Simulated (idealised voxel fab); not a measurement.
Presented below is a process module, voxel transistor to metal.
In the cross-section labelled cut, the width is 280 nm and each square cell is 5 nm.
Notation: cross-section as square-cell grid; stated in bands, top first, going down; one or more cell rows per band.
For a band, the entry starts with two heights in nm, that of the top and then that of the bottom, and carries on with the band's materials in order from left to right, each alongside its width in nm; the word "everywhere" beside a single material means it fills the band edge to edge, and "empty" means empty space.
Basically, 0 is our baseline, since under it the wafer straight out of the box is all one material. The bottom band has no lower end and keeps on going down, so it looks like "0 and below".
So if you see something like "30 to 40" for the width, read it as the top row of the band sitting at the first number and the bottom row at the second, with every row in between moving by the same amount as the last.
No cell of the cross-section changed in a step that is given as "no alteration".
"Fully sealed cavities" means: voids of 8 cells or more that are shut off from the top with no open way through. Written width x height at distance, distance from the left edge, in nm.
Post-settings text on a step line: simulator's own remark regarding the step.
A step line may carry the setting "overlay nm", which, for steps involving a mask, states the distance by which the mask lay to the right of its intended position; negative values denote displacement to the left.
Planned process steps:
1: RECEIVE with material Si
2: OXIDIZE with depth nm 5
3: CONFORMAL_DEP with material SiN, thk nm 10
4: MASKED_ETCH with tone cover, mask id ACTIVE, width nm 110, pitch nm 130, etch materials SiN, depth nm 10, overlay nm 0
5: MASKED_ETCH with tone cover, mask id ACTIVE, width nm 110, pitch nm 130, etch materials SiO2, depth nm 5, overlay nm 0
6: MASKED_ETCH with tone cover, mask id ACTIVE, width nm 110, pitch nm 130, etch materials Si, depth nm 35, overlay nm 0
7: FILL_DEP with material SiO2, thk nm 5
8: CMP with height nm 10
9: SELECTIVE_ETCH with etch materials SiO2, depth nm 5
10: STRIP with etch materials SiN
11: SELECTIVE_ETCH with etch materials SiO2, depth nm 5
12: OXIDIZE with depth nm 5
13: DIRECTIONAL_DEP with material polySi, thk nm 20
14: DIRECTIONAL_DEP with material SiCN, thk nm 15
15: DIRECTIONAL_DEP with material aC, thk nm 10
16: PATTERN with tone cover, mask id GATE, material resist, width nm 20, pitch nm 130, thk nm 30, overlay nm 0
17: DIRECTIONAL_ETCH with etch materials aC, depth nm 10
18: STRIP with etch materials resist
19: DIRECTIONAL_ETCH with etch materials SiCN, depth nm 25
20: DIRECTIONAL_ETCH with etch materials polySi, depth nm 30
21: STRIP with etch materials aC
22: CONFORMAL_DEP with material SiO2, thk nm 5
23: DIRECTIONAL_ETCH with etch materials SiO2, depth nm 5
24: CONFORMAL_DEP with material SiN, thk nm 5
25: DIRECTIONAL_ETCH with etch materials SiN, depth nm 5
26: DIRECTIONAL_ETCH with etch materials SiO2, depth nm 5
27: DIRECTIONAL_ETCH with etch materials Si, depth nm 15
28: EPI with material SiGe, thk nm 15
29: FILL_DEP with material SiO2, thk nm 10
30: CMP with height nm 30
31: DIRECTIONAL_DEP with material SiO2, thk nm 15
32: MASKED_ETCH with tone open, mask id CONTACT, width nm 15, etch materials SiO2, depth nm 40, overlay nm 0
33: CONFORMAL_DEP with material TiN, thk nm 5
34: FILL_DEP with material Ru, thk nm 5
35: CMP with height nm 45
36: CONFORMAL_DEP with material SiN, thk nm 5
37: DIRECTIONAL_DEP with material lowk, thk nm 15
38: PATTERN with tone open, mask id METAL_1, material resist, width nm 15, thk nm 15, overlay nm 0
39: DIRECTIONAL_ETCH with etch materials lowk, depth nm 15
40: DIRECTIONAL_ETCH with etch materials SiN, depth nm 5
41: STRIP with etch materials resist
42: CONFORMAL_DEP with material TiN, thk nm 5
43: FILL_DEP with material W, thk nm 5
44: CMP with height nm 65
45: EPI with material Ru, thk nm 5
46: FILL_DEP with material SiCN, thk nm 5
Run as planned: first of two wafers:
as received, after step 1:
    0 and below | Si everywhere
    Fully sealed cavities: none
Take a look at the wafer's cross-section after step 2:
    0 down to -5 | SiO2 everywhere
    At heights below -5, the structure remains unaltered.
Take a look at the wafer's cross-section after step 3:
    10 down to 0 | SiN everywhere
    At heights below 0, the structure remains unaltered.
Take a look at the wafer's cross-section after step 4:
    10 down to 0 | 20 empty  110 SiN  20 empty  110 SiN  20 empty
    At heights below 0, the structure remains unaltered.
Take a look at the wafer's cross-section after step 5:
    10 down to 0 | 20 empty  110 SiN  20 empty  110 SiN  20 empty
    0 down to -5 | 20 empty  110 SiO2  20 empty  110 SiO2  20 empty
    At heights below -5, the structure remains unaltered.
Take a look at the wafer's cross-section after step 6:
    10 down to 0 | 20 empty  110 SiN  20 empty  110 SiN  20 empty
    0 down to -5 | 20 empty  110 SiO2  20 empty  110 SiO2  20 empty
    -5 down to -40 | 20 empty  110 Si  20 empty  110 Si  20 empty
    At heights below -40, the structure remains unaltered.
Take a look at the wafer's cross-section after step 7:
    15 down to 10 | SiO2 everywhere
    10 down to 0 | 20 SiO2  110 SiN  20 SiO2  110 SiN  20 SiO2
    0 down to -5 | SiO2 everywhere
    -5 down to -40 | 20 SiO2  110 Si  20 SiO2  110 Si  20 SiO2
    At heights below -40, the structure remains unaltered.
Take a look at the wafer's cross-section after step 8:
    10 down to 0 | 20 SiO2  110 SiN  20 SiO2  110 SiN  20 SiO2
    At heights below 0, the structure remains unaltered.
Take a look at the wafer's cross-section after step 9:
    10 down to 5 | 20 empty  110 SiN  20 empty  110 SiN  20 empty
    At heights below 5, the structure remains unaltered.
Take a look at the wafer's cross-section after step 10:
    5 down to 0 | 20 SiO2  110 empty  20 SiO2  110 empty  20 SiO2
    At heights below 0, the structure remains unaltered.
Take a look at the wafer's cross-section after step 11:
    0 down to -5 | 15 SiO2  120 empty  10 SiO2  120 empty  15 SiO2
    At heights below -5, the structure remains unaltered.
Take a look at the wafer's cross-section after step 12:
    0 down to -5 | 15 SiO2  120 empty  10 SiO2  120 empty  15 SiO2
    -5 down to -10 | SiO2 everywhere
    At heights below -10, the structure remains unaltered.
Take a look at the wafer's cross-section after step 13:
    20 down to 15 | 15 polySi  120 empty  10 polySi  120 empty  15 polySi
    15 down to 0 | polySi everywhere
    0 down to -5 | 15 SiO2  120 polySi  10 SiO2  120 polySi  15 SiO2
    At heights below -5, the structure remains unaltered.
Take a look at the wafer's cross-section after step 14:
    35 down to 30 | 15 SiCN  120 empty  10 SiCN  120 empty  15 SiCN
    30 down to 20 | SiCN everywhere
    20 down to 15 | 15 polySi  120 SiCN  10 polySi  120 SiCN  15 polySi
    At heights below 15, the structure remains unaltered.
Take a look at the wafer's cross-section after step 15:
    45 down to 40 | 15 aC  120 empty  10 aC  120 empty  15 aC
    40 down to 35 | aC everywhere
    35 down to 30 | 15 SiCN  120 aC  10 SiCN  120 aC  15 SiCN
    At heights below 30, the structure remains unaltered.
Take a look at the wafer's cross-section after step 16:
    75 down to 45 | 65 empty  20 resist  110 empty  20 resist  65 empty
    45 down to 40 | 15 aC  50 empty  20 resist  50 empty  10 aC  50 empty  20 resist  50 empty  15 aC
    At heights below 40, the structure remains unaltered.
Take a look at the wafer's cross-section after step 17:
    65 down to 40 | 65 empty  20 resist  110 empty  20 resist  65 empty
    40 down to 35 | 65 empty  20 aC  110 empty  20 aC  65 empty
    35 down to 30 | 15 SiCN  50 empty  20 aC  50 empty  10 SiCN  50 empty  20 aC  50 empty  15 SiCN
    At heights below 30, the structure remains unaltered.
Take a look at the wafer's cross-section after step 18:
    40 down to 35 | 65 empty  20 aC  110 empty  20 aC  65 empty
    At heights below 35, the structure remains unaltered.
Take a look at the wafer's cross-section after step 19:
    40 down to 30 | 65 empty  20 aC  110 empty  20 aC  65 empty
    30 down to 20 | 65 empty  20 SiCN  110 empty  20 SiCN  65 empty
    20 down to 15 | 15 polySi  50 empty  20 SiCN  50 empty  10 polySi  50 empty  20 SiCN  50 empty  15 polySi
    At heights below 15, the structure remains unaltered.
Take a look at the wafer's cross-section after step 20:
    40 down to 30 | 65 empty  20 aC  110 empty  20 aC  65 empty
    30 down to 15 | 65 empty  20 SiCN  110 empty  20 SiCN  65 empty
    15 down to 0 | 65 empty  20 polySi  110 empty  20 polySi  65 empty
    0 down to -5 | 15 SiO2  50 empty  20 polySi  50 empty  10 SiO2  50 empty  20 polySi  50 empty  15 SiO2
    At heights below -5, the structure remains unaltered.
Take a look at the wafer's cross-section after step 21:
    30 down to 15 | 65 empty  20 SiCN  110 empty  20 SiCN  65 empty
    At heights below 15, the structure remains unaltered.
Take a look at the wafer's cross-section after step 22:
    35 down to 30 | 60 empty  30 SiO2  100 empty  30 SiO2  60 empty
    30 down to 15 | 60 empty  5 SiO2  20 SiCN  5 SiO2  100 empty  5 SiO2  20 SiCN  5 SiO2  60 empty
    15 down to 5 | 60 empty  5 SiO2  20 polySi  5 SiO2  100 empty  5 SiO2  20 polySi  5 SiO2  60 empty
    5 down to 0 | 20 SiO2  40 empty  5 SiO2  20 polySi  5 SiO2  40 empty  20 SiO2  40 empty  5 SiO2  20 polySi  5 SiO2  40 empty  20 SiO2
    0 down to -5 | 65 SiO2  20 polySi  110 SiO2  20 polySi  65 SiO2
    At heights below -5, the structure remains unaltered.
Take a look at the wafer's cross-section after step 23:
    30 down to 15 | 60 empty  5 SiO2  20 SiCN  5 SiO2  100 empty  5 SiO2  20 SiCN  5 SiO2  60 empty
    15 down to 0 | 60 empty  5 SiO2  20 polySi  5 SiO2  100 empty  5 SiO2  20 polySi  5 SiO2  60 empty
    0 down to -5 | 20 SiO2  40 empty  5 SiO2  20 polySi  5 SiO2  40 empty  20 SiO2  40 empty  5 SiO2  20 polySi  5 SiO2  40 empty  20 SiO2
    At heights below -5, the structure remains unaltered.
Take a look at the wafer's cross-section after step 24:
    35 down to 30 | 55 empty  40 SiN  90 empty  40 SiN  55 empty
    30 down to 15 | 55 empty  5 SiN  5 SiO2  20 SiCN  5 SiO2  5 SiN  90 empty  5 SiN  5 SiO2  20 SiCN  5 SiO2  5 SiN  55 empty
    15 down to 5 | 55 empty  5 SiN  5 SiO2  20 polySi  5 SiO2  5 SiN  90 empty  5 SiN  5 SiO2  20 polySi  5 SiO2  5 SiN  55 empty
    5 down to 0 | 25 SiN  30 empty  5 SiN  5 SiO2  20 polySi  5 SiO2  5 SiN  30 empty  30 SiN  30 empty  5 SiN  5 SiO2  20 polySi  5 SiO2  5 SiN  30 empty  25 SiN
    0 down to -5 | 20 SiO2  40 SiN  5 SiO2  20 polySi  5 SiO2  40 SiN  20 SiO2  40 SiN  5 SiO2  20 polySi  5 SiO2  40 SiN  20 SiO2
    At heights below -5, the structure remains unaltered.
Take a look at the wafer's cross-section after step 25:
    30 down to 15 | 55 empty  5 SiN  5 SiO2  20 SiCN  5 SiO2  5 SiN  90 empty  5 SiN  5 SiO2  20 SiCN  5 SiO2  5 SiN  55 empty
    15 down to 0 | 55 empty  5 SiN  5 SiO2  20 polySi  5 SiO2  5 SiN  90 empty  5 SiN  5 SiO2  20 polySi  5 SiO2  5 SiN  55 empty
    0 down to -5 | 20 SiO2  5 SiN  30 empty  5 SiN  5 SiO2  20 polySi  5 SiO2  5 SiN  30 empty  5 SiN  20 SiO2  5 SiN  30 empty  5 SiN  5 SiO2  20 polySi  5 SiO2  5 SiN  30 empty  5 SiN  20 SiO2
    At heights below -5, the structure remains unaltered.
Take a look at the wafer's cross-section after step 26:
    30 down to 25 | 55 empty  5 SiN  5 empty  20 SiCN  5 empty  5 SiN  90 empty  5 SiN  5 empty  20 SiCN  5 empty  5 SiN  55 empty
    25 down to 15 | 55 empty  5 SiN  5 SiO2  20 SiCN  5 SiO2  5 SiN  90 empty  5 SiN  5 SiO2  20 SiCN  5 SiO2  5 SiN  55 empty
    15 down to 0 | 55 empty  5 SiN  5 SiO2  20 polySi  5 SiO2  5 SiN  90 empty  5 SiN  5 SiO2  20 polySi  5 SiO2  5 SiN  55 empty
    0 down to -5 | 20 empty  5 SiN  30 empty  5 SiN  5 SiO2  20 polySi  5 SiO2  5 SiN  30 empty  5 SiN  20 empty  5 SiN  30 empty  5 SiN  5 SiO2  20 polySi  5 SiO2  5 SiN  30 empty  5 SiN  20 empty
    -5 down to -10 | 25 SiO2  30 empty  40 SiO2  30 empty  30 SiO2  30 empty  40 SiO2  30 empty  25 SiO2
    At heights below -10, the structure remains unaltered.
Take a look at the wafer's cross-section after step 27:
    30 down to 25 | 55 empty  5 SiN  5 empty  20 SiCN  5 empty  5 SiN  90 empty  5 SiN  5 empty  20 SiCN  5 empty  5 SiN  55 empty
    25 down to 15 | 55 empty  5 SiN  5 SiO2  20 SiCN  5 SiO2  5 SiN  90 empty  5 SiN  5 SiO2  20 SiCN  5 SiO2  5 SiN  55 empty
    15 down to 0 | 55 empty  5 SiN  5 SiO2  20 polySi  5 SiO2  5 SiN  90 empty  5 SiN  5 SiO2  20 polySi  5 SiO2  5 SiN  55 empty
    0 down to -5 | 20 empty  5 SiN  30 empty  5 SiN  5 SiO2  20 polySi  5 SiO2  5 SiN  30 empty  5 SiN  20 empty  5 SiN  30 empty  5 SiN  5 SiO2  20 polySi  5 SiO2  5 SiN  30 empty  5 SiN  20 empty
    -5 down to -10 | 25 SiO2  30 empty  40 SiO2  30 empty  30 SiO2  30 empty  40 SiO2  30 empty  25 SiO2
    -10 down to -25 | 20 SiO2  5 Si  30 empty  40 Si  30 empty  5 Si  20 SiO2  5 Si  30 empty  40 Si  30 empty  5 Si  20 SiO2
    At heights below -25, the structure remains unaltered.
Take a look at the wafer's cross-section after step 28:
    30 down to 25 | 55 empty  5 SiN  5 empty  20 SiCN  5 empty  5 SiN  90 empty  5 SiN  5 empty  20 SiCN  5 empty  5 SiN  55 empty
    25 down to 15 | 55 empty  5 SiN  5 SiO2  20 SiCN  5 SiO2  5 SiN  90 empty  5 SiN  5 SiO2  20 SiCN  5 SiO2  5 SiN  55 empty
    15 down to 5 | 55 empty  5 SiN  5 SiO2  20 polySi  5 SiO2  5 SiN  90 empty  5 SiN  5 SiO2  20 polySi  5 SiO2  5 SiN  55 empty
    5 down to 0 | 20 empty  35 SiGe  5 SiN  5 SiO2  20 polySi  5 SiO2  5 SiN  35 SiGe  20 empty  35 SiGe  5 SiN  5 SiO2  20 polySi  5 SiO2  5 SiN  35 SiGe  20 empty
    0 down to -5 | 20 empty  5 SiN  30 SiGe  5 SiN  5 SiO2  20 polySi  5 SiO2  5 SiN  30 SiGe  5 SiN  20 empty  5 SiN  30 SiGe  5 SiN  5 SiO2  20 polySi  5 SiO2  5 SiN  30 SiGe  5 SiN  20 empty
    -5 down to -10 | 25 SiO2  30 SiGe  40 SiO2  30 SiGe  30 SiO2  30 SiGe  40 SiO2  30 SiGe  25 SiO2
    -10 down to -25 | 20 SiO2  5 Si  30 SiGe  40 Si  30 SiGe  5 Si  20 SiO2  5 Si  30 SiGe  40 Si  30 SiGe  5 Si  20 SiO2
    At heights below -25, the structure remains unaltered.
Take a look at the wafer's cross-section after step 29:
    40 down to 30 | SiO2 everywhere
    30 down to 15 | 55 SiO2  5 SiN  5 SiO2  20 SiCN  5 SiO2  5 SiN  90 SiO2  5 SiN  5 SiO2  20 SiCN  5 SiO2  5 SiN  55 SiO2
    15 down to 5 | 55 SiO2  5 SiN  5 SiO2  20 polySi  5 SiO2  5 SiN  90 SiO2  5 SiN  5 SiO2  20 polySi  5 SiO2  5 SiN  55 SiO2
    5 down to 0 | 20 SiO2  35 SiGe  5 SiN  5 SiO2  20 polySi  5 SiO2  5 SiN  35 SiGe  20 SiO2  35 SiGe  5 SiN  5 SiO2  20 polySi  5 SiO2  5 SiN  35 SiGe  20 SiO2
    0 down to -5 | 20 SiO2  5 SiN  30 SiGe  5 SiN  5 SiO2  20 polySi  5 SiO2  5 SiN  30 SiGe  5 SiN  20 SiO2  5 SiN  30 SiGe  5 SiN  5 SiO2  20 polySi  5 SiO2  5 SiN  30 SiGe  5 SiN  20 SiO2
    At heights below -5, the structure remains unaltered.
Take a look at the wafer's cross-section after step 30:
    30 down to 15 | 55 SiO2  5 SiN  5 SiO2  20 SiCN  5 SiO2  5 SiN  90 SiO2  5 SiN  5 SiO2  20 SiCN  5 SiO2  5 SiN  55 SiO2
    At heights below 15, the structure remains unaltered.
Take a look at the wafer's cross-section after step 31:
    45 down to 30 | SiO2 everywhere
    At heights below 30, the structure remains unaltered.
Take a look at the wafer's cross-section after step 32:
    45 down to 30 | 30 SiO2  15 empty  60 SiO2  15 empty  40 SiO2  15 empty  60 SiO2  15 empty  30 SiO2
    30 down to 15 | 30 SiO2  15 empty  10 SiO2  5 SiN  5 SiO2  20 SiCN  5 SiO2  5 SiN  10 SiO2  15 empty  40 SiO2  15 empty  10 SiO2  5 SiN  5 SiO2  20 SiCN  5 SiO2  5 SiN  10 SiO2  15 empty  30 SiO2
    15 down to 5 | 30 SiO2  15 empty  10 SiO2  5 SiN  5 SiO2  20 polySi  5 SiO2  5 SiN  10 SiO2  15 empty  40 SiO2  15 empty  10 SiO2  5 SiN  5 SiO2  20 polySi  5 SiO2  5 SiN  10 SiO2  15 empty  30 SiO2
    At heights below 5, the structure remains unaltered.
Take a look at the wafer's cross-section after step 33:
    50 down to 45 | 35 TiN  5 empty  70 TiN  5 empty  50 TiN  5 empty  70 TiN  5 empty  35 TiN
    45 down to 30 | 30 SiO2  5 TiN  5 empty  5 TiN  60 SiO2  5 TiN  5 empty  5 TiN  40 SiO2  5 TiN  5 empty  5 TiN  60 SiO2  5 TiN  5 empty  5 TiN  30 SiO2
    30 down to 15 | 30 SiO2  5 TiN  5 empty  5 TiN  10 SiO2  5 SiN  5 SiO2  20 SiCN  5 SiO2  5 SiN  10 SiO2  5 TiN  5 empty  5 TiN  40 SiO2  5 TiN  5 empty  5 TiN  10 SiO2  5 SiN  5 SiO2  20 SiCN  5 SiO2  5 SiN  10 SiO2  5 TiN  5 empty  5 TiN  30 SiO2
    15 down to 10 | 30 SiO2  5 TiN  5 empty  5 TiN  10 SiO2  5 SiN  5 SiO2  20 polySi  5 SiO2  5 SiN  10 SiO2  5 TiN  5 empty  5 TiN  40 SiO2  5 TiN  5 empty  5 TiN  10 SiO2  5 SiN  5 SiO2  20 polySi  5 SiO2  5 SiN  10 SiO2  5 TiN  5 empty  5 TiN  30 SiO2
    10 down to 5 | 30 SiO2  15 TiN  10 SiO2  5 SiN  5 SiO2  20 polySi  5 SiO2  5 SiN  10 SiO2  15 TiN  40 SiO2  15 TiN  10 SiO2  5 SiN  5 SiO2  20 polySi  5 SiO2  5 SiN  10 SiO2  15 TiN  30 SiO2
    At heights below 5, the structure remains unaltered.
Take a look at the wafer's cross-section after step 34:
    55 down to 50 | Ru everywhere
    50 down to 45 | 35 TiN  5 Ru  70 TiN  5 Ru  50 TiN  5 Ru  70 TiN  5 Ru  35 TiN
    45 down to 30 | 30 SiO2  5 TiN  5 Ru  5 TiN  60 SiO2  5 TiN  5 Ru  5 TiN  40 SiO2  5 TiN  5 Ru  5 TiN  60 SiO2  5 TiN  5 Ru  5 TiN  30 SiO2
    30 down to 15 | 30 SiO2  5 TiN  5 Ru  5 TiN  10 SiO2  5 SiN  5 SiO2  20 SiCN  5 SiO2  5 SiN  10 SiO2  5 TiN  5 Ru  5 TiN  40 SiO2  5 TiN  5 Ru  5 TiN  10 SiO2  5 SiN  5 SiO2  20 SiCN  5 SiO2  5 SiN  10 SiO2  5 TiN  5 Ru  5 TiN  30 SiO2
    15 down to 10 | 30 SiO2  5 TiN  5 Ru  5 TiN  10 SiO2  5 SiN  5 SiO2  20 polySi  5 SiO2  5 SiN  10 SiO2  5 TiN  5 Ru  5 TiN  40 SiO2  5 TiN  5 Ru  5 TiN  10 SiO2  5 SiN  5 SiO2  20 polySi  5 SiO2  5 SiN  10 SiO2  5 TiN  5 Ru  5 TiN  30 SiO2
    At heights below 10, the structure remains unaltered.
Take a look at the wafer's cross-section after step 35:
    45 down to 30 | 30 SiO2  5 TiN  5 Ru  5 TiN  60 SiO2  5 TiN  5 Ru  5 TiN  40 SiO2  5 TiN  5 Ru  5 TiN  60 SiO2  5 TiN  5 Ru  5 TiN  30 SiO2
    At heights below 30, the structure remains unaltered.
Take a look at the wafer's cross-section after step 36:
    50 down to 45 | SiN everywhere
    At heights below 45, the structure remains unaltered.
Take a look at the wafer's cross-section after step 37:
    65 down to 50 | lowk everywhere
    At heights below 50, the structure remains unaltered.
Take a look at the wafer's cross-section after step 38:
    80 down to 65 | 30 resist  15 empty  60 resist  15 empty  40 resist  15 empty  60 resist  15 empty  30 resist
    At heights below 65, the structure remains unaltered.
Take a look at the wafer's cross-section after step 39:
    80 down to 65 | 30 resist  15 empty  60 resist  15 empty  40 resist  15 empty  60 resist  15 empty  30 resist
    65 down to 50 | 30 lowk  15 empty  60 lowk  15 empty  40 lowk  15 empty  60 lowk  15 empty  30 lowk
    At heights below 50, the structure remains unaltered.
Take a look at the wafer's cross-section after step 40:
    80 down to 65 | 30 resist  15 empty  60 resist  15 empty  40 resist  15 empty  60 resist  15 empty  30 resist
    65 down to 50 | 30 lowk  15 empty  60 lowk  15 empty  40 lowk  15 empty  60 lowk  15 empty  30 lowk
    50 down to 45 | 30 SiN  15 empty  60 SiN  15 empty  40 SiN  15 empty  60 SiN  15 empty  30 SiN
    At heights below 45, the structure remains unaltered.
Take a look at the wafer's cross-section after step 41:
    65 down to 50 | 30 lowk  15 empty  60 lowk  15 empty  40 lowk  15 empty  60 lowk  15 empty  30 lowk
    At heights below 50, the structure remains unaltered.
Take a look at the wafer's cross-section after step 42:
    70 down to 65 | 35 TiN  5 empty  70 TiN  5 empty  50 TiN  5 empty  70 TiN  5 empty  35 TiN
    65 down to 50 | 30 lowk  5 TiN  5 empty  5 TiN  60 lowk  5 TiN  5 empty  5 TiN  40 lowk  5 TiN  5 empty  5 TiN  60 lowk  5 TiN  5 empty  5 TiN  30 lowk
    50 down to 45 | 30 SiN  15 TiN  60 SiN  15 TiN  40 SiN  15 TiN  60 SiN  15 TiN  30 SiN
    At heights below 45, the structure remains unaltered.
Take a look at the wafer's cross-section after step 43:
    75 down to 70 | W everywhere
    70 down to 65 | 35 TiN  5 W  70 TiN  5 W  50 TiN  5 W  70 TiN  5 W  35 TiN
    65 down to 50 | 30 lowk  5 TiN  5 W  5 TiN  60 lowk  5 TiN  5 W  5 TiN  40 lowk  5 TiN  5 W  5 TiN  60 lowk  5 TiN  5 W  5 TiN  30 lowk
    At heights below 50, the structure remains unaltered.
Take a look at the wafer's cross-section after step 44:
    65 down to 50 | 30 lowk  5 TiN  5 W  5 TiN  60 lowk  5 TiN  5 W  5 TiN  40 lowk  5 TiN  5 W  5 TiN  60 lowk  5 TiN  5 W  5 TiN  30 lowk
    At heights below 50, the structure remains unaltered.
Take a look at the wafer's cross-section after step 45:
    70 down to 65 | 25 empty  25 Ru  50 empty  25 Ru  30 empty  25 Ru  50 empty  25 Ru  25 empty
    At heights below 65, the structure remains unaltered.
Take a look at the wafer's cross-section after step 46:
    75 down to 70 | SiCN everywhere
    70 down to 65 | 25 SiCN  25 Ru  50 SiCN  25 Ru  30 SiCN  25 Ru  50 SiCN  25 Ru  25 SiCN
    At heights below 65, the structure remains unaltered.
Wafer two of the pair: same origin, same plan, one error during the run; identical to wafer one up to and including step 31:
Second wafer, section view, time point: scheduled end of step 32:
    45 down to 30 | 25 SiO2  15 empty  60 SiO2  15 empty  40 SiO2  15 empty  60 SiO2  15 empty  35 SiO2
    30 down to 15 | 25 SiO2  15 empty  15 SiO2  5 SiN  5 SiO2  20 SiCN  5 SiO2  5 SiN  5 SiO2  15 empty  40 SiO2  15 empty  15 SiO2  5 SiN  5 SiO2  20 SiCN  5 SiO2  5 SiN  5 SiO2  15 empty  35 SiO2
    15 down to 5 | 25 SiO2  15 empty  15 SiO2  5 SiN  5 SiO2  20 polySi  5 SiO2  5 SiN  5 SiO2  15 empty  40 SiO2  15 empty  15 SiO2  5 SiN  5 SiO2  20 polySi  5 SiO2  5 SiN  5 SiO2  15 empty  35 SiO2
    At heights below 5, the structure remains unaltered.
Second wafer, section view, time point: scheduled end of step 33:
    50 down to 45 | 30 TiN  5 empty  70 TiN  5 empty  50 TiN  5 empty  70 TiN  5 empty  40 TiN
    45 down to 30 | 25 SiO2  5 TiN  5 empty  5 TiN  60 SiO2  5 TiN  5 empty  5 TiN  40 SiO2  5 TiN  5 empty  5 TiN  60 SiO2  5 TiN  5 empty  5 TiN  35 SiO2
    30 down to 15 | 25 SiO2  5 TiN  5 empty  5 TiN  15 SiO2  5 SiN  5 SiO2  20 SiCN  5 SiO2  5 SiN  5 SiO2  5 TiN  5 empty  5 TiN  40 SiO2  5 TiN  5 empty  5 TiN  15 SiO2  5 SiN  5 SiO2  20 SiCN  5 SiO2  5 SiN  5 SiO2  5 TiN  5 empty  5 TiN  35 SiO2
    15 down to 10 | 25 SiO2  5 TiN  5 empty  5 TiN  15 SiO2  5 SiN  5 SiO2  20 polySi  5 SiO2  5 SiN  5 SiO2  5 TiN  5 empty  5 TiN  40 SiO2  5 TiN  5 empty  5 TiN  15 SiO2  5 SiN  5 SiO2  20 polySi  5 SiO2  5 SiN  5 SiO2  5 TiN  5 empty  5 TiN  35 SiO2
    10 down to 5 | 25 SiO2  15 TiN  15 SiO2  5 SiN  5 SiO2  20 polySi  5 SiO2  5 SiN  5 SiO2  15 TiN  40 SiO2  15 TiN  15 SiO2  5 SiN  5 SiO2  20 polySi  5 SiO2  5 SiN  5 SiO2  15 TiN  35 SiO2
    At heights below 5, the structure remains unaltered.
Second wafer, section view, time point: scheduled end of step 34:
    55 down to 50 | Ru everywhere
    50 down to 45 | 30 TiN  5 Ru  70 TiN  5 Ru  50 TiN  5 Ru  70 TiN  5 Ru  40 TiN
    45 down to 30 | 25 SiO2  5 TiN  5 Ru  5 TiN  60 SiO2  5 TiN  5 Ru  5 TiN  40 SiO2  5 TiN  5 Ru  5 TiN  60 SiO2  5 TiN  5 Ru  5 TiN  35 SiO2
    30 down to 15 | 25 SiO2  5 TiN  5 Ru  5 TiN  15 SiO2  5 SiN  5 SiO2  20 SiCN  5 SiO2  5 SiN  5 SiO2  5 TiN  5 Ru  5 TiN  40 SiO2  5 TiN  5 Ru  5 TiN  15 SiO2  5 SiN  5 SiO2  20 SiCN  5 SiO2  5 SiN  5 SiO2  5 TiN  5 Ru  5 TiN  35 SiO2
    15 down to 10 | 25 SiO2  5 TiN  5 Ru  5 TiN  15 SiO2  5 SiN  5 SiO2  20 polySi  5 SiO2  5 SiN  5 SiO2  5 TiN  5 Ru  5 TiN  40 SiO2  5 TiN  5 Ru  5 TiN  15 SiO2  5 SiN  5 SiO2  20 polySi  5 SiO2  5 SiN  5 SiO2  5 TiN  5 Ru  5 TiN  35 SiO2
    At heights below 10, the structure remains unaltered.
Second wafer, section view, time point: scheduled end of step 35:
    45 down to 30 | 25 SiO2  5 TiN  5 Ru  5 TiN  60 SiO2  5 TiN  5 Ru  5 TiN  40 SiO2  5 TiN  5 Ru  5 TiN  60 SiO2  5 TiN  5 Ru  5 TiN  35 SiO2
    At heights below 30, the structure remains unaltered.
Second wafer, section view, time point: scheduled end of step 36:
    50 down to 45 | SiN everywhere
    At heights below 45, the structure remains unaltered.
Second wafer, section view, time point: scheduled end of step 37:
    65 down to 50 | lowk everywhere
    At heights below 50, the structure remains unaltered.
Second wafer, section view, time point: scheduled end of step 38:
    80 down to 65 | 30 resist  15 empty  60 resist  15 empty  40 resist  15 empty  60 resist  15 empty  30 resist
    At heights below 65, the structure remains unaltered.
Second wafer, section view, time point: scheduled end of step 39:
    80 down to 65 | 30 resist  15 empty  60 resist  15 empty  40 resist  15 empty  60 resist  15 empty  30 resist
    65 down to 50 | 30 lowk  15 empty  60 lowk  15 empty  40 lowk  15 empty  60 lowk  15 empty  30 lowk
    At heights below 50, the structure remains unaltered.
Second wafer, section view, time point: scheduled end of step 40:
    80 down to 65 | 30 resist  15 empty  60 resist  15 empty  40 resist  15 empty  60 resist  15 empty  30 resist
    65 down to 50 | 30 lowk  15 empty  60 lowk  15 empty  40 lowk  15 empty  60 lowk  15 empty  30 lowk
    50 down to 45 | 30 SiN  15 empty  60 SiN  15 empty  40 SiN  15 empty  60 SiN  15 empty  30 SiN
    At heights below 45, the structure remains unaltered.
Second wafer, section view, time point: scheduled end of step 41:
    65 down to 50 | 30 lowk  15 empty  60 lowk  15 empty  40 lowk  15 empty  60 lowk  15 empty  30 lowk
    At heights below 50, the structure remains unaltered.
Second wafer, section view, time point: scheduled end of step 42:
    70 down to 65 | 35 TiN  5 empty  70 TiN  5 empty  50 TiN  5 empty  70 TiN  5 empty  35 TiN
    65 down to 50 | 30 lowk  5 TiN  5 empty  5 TiN  60 lowk  5 TiN  5 empty  5 TiN  40 lowk  5 TiN  5 empty  5 TiN  60 lowk  5 TiN  5 empty  5 TiN  30 lowk
    50 down to 45 | 30 SiN  15 TiN  60 SiN  15 TiN  40 SiN  15 TiN  60 SiN  15 TiN  30 SiN
    At heights below 45, the structure remains unaltered.
Second wafer, section view, time point: scheduled end of step 43:
    75 down to 70 | W everywhere
    70 down to 65 | 35 TiN  5 W  70 TiN  5 W  50 TiN  5 W  70 TiN  5 W  35 TiN
    65 down to 50 | 30 lowk  5 TiN  5 W  5 TiN  60 lowk  5 TiN  5 W  5 TiN  40 lowk  5 TiN  5 W  5 TiN  60 lowk  5 TiN  5 W  5 TiN  30 lowk
    At heights below 50, the structure remains unaltered.
Second wafer, section view, time point: scheduled end of step 44:
    65 down to 50 | 30 lowk  5 TiN  5 W  5 TiN  60 lowk  5 TiN  5 W  5 TiN  40 lowk  5 TiN  5 W  5 TiN  60 lowk  5 TiN  5 W  5 TiN  30 lowk
    At heights below 50, the structure remains unaltered.
Second wafer, section view, time point: scheduled end of step 45:
    70 down to 65 | 25 empty  25 Ru  50 empty  25 Ru  30 empty  25 Ru  50 empty  25 Ru  25 empty
    At heights below 65, the structure remains unaltered.
Second wafer, section view, time point: scheduled end of step 46:
    75 down to 70 | SiCN everywhere
    70 down to 65 | 25 SiCN  25 Ru  50 SiCN  25 Ru  30 SiCN  25 Ru  50 SiCN  25 Ru  25 SiCN
    At heights below 65, the structure remains unaltered.
In executing the process, a mistake was made relative to the plan: step 32 did not happen as planned, as run it was MASKED_ETCH with tone open, mask id CONTACT, width nm 15, etch materials SiO2, depth nm 40, overlay nm -5
Upon completion, the cell count for each material on the second wafer equals that on the first, whereas the spatial distribution of those cells differs.
